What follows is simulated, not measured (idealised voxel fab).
Process module in this document: voxel lift off
The figure presents cross-section cut, which has a width of 295 nm and is divided into square cells with an edge length of 5 nm.
Square cells in a grid make up a cross-section in this document, and the grid is given as bands, listed from the top down, each one or more rows of cells. Heads up on the band format: heights come first, top then bottom, in nm. After that it's the materials left to right, each with its width in nm. A single material flagged "full width" fills the whole band edge to edge, and "empty" means there's empty space there. Convention: height 0 is the level below which the wafer, as received, is all one material. The lowest band does not terminate at the bottom but continues downward, represented as "top 0, no bottom". Note: "30..40" means the width goes from the first number (top row of the band) to the second number (bottom row) in equal steps per row of cells. Key: "nothing changed" - step with no changed cell in the cross-section. Entry "Tabulated closed voids". Content: empty spaces with no open connection to the top, size 8 cells or greater. Each: width x height at distance. Distance: from left edge. Unit: nm. Post-settings text on a step line: simulator's own remark regarding the step. "overlay nm" denotes, for a step that has a mask, the displacement of the mask to the right of its planned place, with negative values corresponding to the left.
List of planned process steps:
1 RECEIVE [material Si]
2 CONFORMAL_DEP [material Al2O3] [thk nm 5]
3 PATTERN [tone open] [mask id LINES] [material resist] [width nm 30] [pitch nm 50] [thk nm 30] [overlay nm 0]
4 DIRECTIONAL_DEP [material Ru] [thk nm 15]
5 STRIP [etch materials resist]
6 CONFORMAL_DEP [material SiCN] [thk nm 5]
Account of the first of two wafers, which was processed as intended:
The cross-section here shows the wafer as received, i.e. in its state after step 1:
> top 0, no bottom: Si full width
> Tabulated closed voids: none
Step 2 complete: cross-section through the wafer:
> top 5, bottom 0: Al2O3 full width
> Beneath the level 0, the cross-section is identical to its previous state.
Step 3 complete: cross-section through the wafer:
> top 35, bottom 5: resist=105 | empty=30 | resist=20 | empty=30 | resist=110
> Beneath the level 5, the cross-section is identical to its previous state.
Step 4 complete: cross-section through the wafer:
> top 50, bottom 35: Ru=105 | empty=30 | Ru=20 | empty=30 | Ru=110
> top 35, bottom 20: resist=105 | empty=30 | resist=20 | empty=30 | resist=110
> top 20, bottom 5: resist=105 | Ru=30 | resist=20 | Ru=30 | resist=110
> Beneath the level 5, the cross-section is identical to its previous state.
Step 5 complete: cross-section through the wafer:
> top 20, bottom 5: empty=105 | Ru=30 | empty=20 | Ru=30 | empty=110
> Beneath the level 5, the cross-section is identical to its previous state.
Step 6 complete: cross-section through the wafer:
> top 25, bottom 20: empty=100 | SiCN=40 | empty=10 | SiCN=40 | empty=105
> top 20, bottom 10: empty=100 | SiCN=5 | Ru=30 | SiCN=5 | empty=10 | SiCN=5 | Ru=30 | SiCN=5 | empty=105
> top 10, bottom 5: SiCN=105 | Ru=30 | SiCN=20 | Ru=30 | SiCN=110
> Beneath the level 5, the cross-section is identical to its previous state.
Wafer two of the pair: same origin, same plan, one error during the run; identical to wafer one up to and including step 4:
Second wafer, sectioned view, at step 5's planned end time:
> top 20, bottom 5: empty=105 | Ru=30 | empty=20 | Ru=30 | empty=110
> Beneath the level 5, the cross-section is identical to its previous state.
Second wafer, sectioned view, at step 6's planned end time:
> top 25, bottom 20: empty=100 | SiCN=40 | empty=10 | SiCN=40 | empty=105
> top 20, bottom 10: empty=100 | SiCN=5 | Ru=30 | SiCN=5 | empty=10 | SiCN=5 | Ru=30 | SiCN=5 | empty=105
> top 10, bottom 5: SiCN=105 | Ru=30 | SiCN=20 | Ru=30 | SiCN=110
> Beneath the level 5, the cross-section is identical to its previous state.
what went wrong: twice over, step 5 of the plan was run
Since the two wafers finish with cross-sections that are the same, nothing this model computes is changed by the mistake.
